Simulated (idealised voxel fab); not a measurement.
The process module presented herein is designated voxel double patterning.
Cross-sectional view cut (width: 245 nm; square cell size: 5 nm).
The cross-sections in this document take the form of a grid made of square cells. They are written out as bands, in order from top to bottom. Each band consists of one or more rows of cells.
Top height, bottom height, nm. Materials left to right, width each, nm. Single material + "edge to edge" = fills band edge to edge. "blank" = empty.
Note: height 0 marks the level under which the wafer is uniformly one material as received. Lowest band unbounded below, written "0..down".
The width entry "30..40" should be interpreted row by row: the top row of cells in the band takes the first number, the bottom row takes the second number, and the change between adjacent rows is uniform throughout.
Any step labelled "nothing different" changed none of the cells in the cross-section.
You'll see "Sealed cavities" listing empty spaces that have no way open to the top, as long as they're 8 cells or more; the notation is width x height at distance, where the distance is from the left edge, and all of it is in nm.
Step line, after settings: the simulator's comment on this step.
If you see "overlay nm" on a step's line and that step has a mask, it's telling you how far right of where it was planned the mask ended up; a negative number means it went left instead.

The process steps that were planned are listed below:
1) op RECEIVE | material Si
2) op CONFORMAL_DEP | material SiN | thk nm 10
3) op DIRECTIONAL_DEP | material SiO2 | thk nm 15
4) op DIRECTIONAL_DEP | material SiCN | thk nm 10
5) op MASKED_ETCH | tone open | mask id FIRST | width nm 15 | pitch nm 50 | etch materials SiCN | depth nm 10 | overlay nm 0
6) op DIRECTIONAL_DEP | material aC | thk nm 10
7) op PATTERN | tone open | mask id SECOND | material resist | width nm 15 | pitch nm 50 | thk nm 30 | overlay nm 0
8) op DIRECTIONAL_ETCH | etch materials aC | depth nm 10
9) op STRIP | etch materials resist
10) op DIRECTIONAL_ETCH | etch materials SiCN | depth nm 10
11) op STRIP | etch materials aC
12) op DIRECTIONAL_ETCH | etch materials SiO2 | depth nm 15
13) op STRIP | etch materials SiCN

Wafer at receipt (post step 1), cross-section:
    0..down | Si edge to edge
    Sealed cavities: none

Cross-sectional image of the first of two wafers at the end of the module, the run having proceeded as planned:
    25..10 | SiO2=65, blank=15, SiO2=10, blank=15, SiO2=10, blank=15, SiO2=10, blank=15, SiO2=10, blank=15, SiO2=65
    10..0 | SiN edge to edge
    0..down | Si edge to edge
    Sealed cavities: none

Cross-section at end of module for the second wafer of two, which matched the first in starting point and plan and differed by one mistake in its processing:
    25..10 | blank=90, SiO2=15, blank=35, SiO2=15, blank=90
    10..0 | SiN edge to edge
    0..down | Si edge to edge
    Sealed cavities: none
Diagnosis: in deviation from the planned setting, step 7 was conducted as op PATTERN | tone cover | mask id SECOND | material resist | width nm 15 | pitch nm 50 | thk nm 30 | overlay nm 0
Bottom line after processing is that, in cells, the second wafer is up or down on some materials versus the first: SiO2 -84
